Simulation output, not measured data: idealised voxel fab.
process module | voxel plated lines
cross-section cut | 225 nm wide | cells 5 nm
A cross-section is a grid of square cells, given in bands from the top down. A band is one or more rows of cells.
Each band's line starts with the height of the band's top and of its bottom, in nm. Then come its materials from left to right, each with its width in nm. One material with "throughout" fills the band from edge to edge. "air" is empty space.
Height 0 is the level under which the wafer as received is all one material. The lowest band goes on downwards, as in "0 down".
A width such as "30 to 40" changes by the same amount from each row of cells to the next, from the band's top row to its bottom row.
"no change" after a step means that no cell of the cross-section changed.
closed voids: empty space of 8 cells or more with no open way to the top, each as width x height at its distance from the left edge, in nm
after a step's settings: what the simulator itself notes on the step
overlay nm, on a step with a mask: how far to the right of its planned place the mask lay; to the left if negative
plan
1 op RECEIVE | material Si
2 op CONFORMAL_DEP | material Al2O3 | thk nm 10
3 op DIRECTIONAL_DEP | material TiN | thk nm 5
4 op PATTERN | tone open | mask id LINES | material resist | width nm 25 | pitch nm 55 | thk nm 15 | overlay nm 0
5 op EPI | material Ru | thk nm 10
6 op STRIP | etch materials resist
7 op DIRECTIONAL_ETCH | etch materials TiN | depth nm 5
8 op CONFORMAL_DEP | material SiO2 | thk nm 10
as received, after step 1
  0 down: Si throughout
  closed voids: none
first wafer at the end, as planned
  35 to 25: air 60 | SiO2 45 | air 10 | SiO2 45 | air 65
  25 to 20: air 60 | SiO2 10 | Ru 25 | SiO2 10 | air 10 | SiO2 10 | Ru 25 | SiO2 10 | air 65
  20 to 15: SiO2 70 | Ru 25 | SiO2 30 | Ru 25 | SiO2 75
  15 to 10: SiO2 70 | TiN 25 | SiO2 30 | TiN 25 | SiO2 75
  10 to 0: Al2O3 throughout
  0 down: Si throughout
  closed voids: none
second wafer at the end: like start, like plan, one mistake
  25 to 15: SiO2 throughout
  15 to 5: Al2O3 throughout
  5 to 0: TiN throughout
  0 down: Si throughout
  closed voids: none
what went wrong: steps 2 and 3 were swapped
at the end the second wafer has, in cells: 20 fewer of Ru | 24 fewer of SiO2 | 35 more of TiN
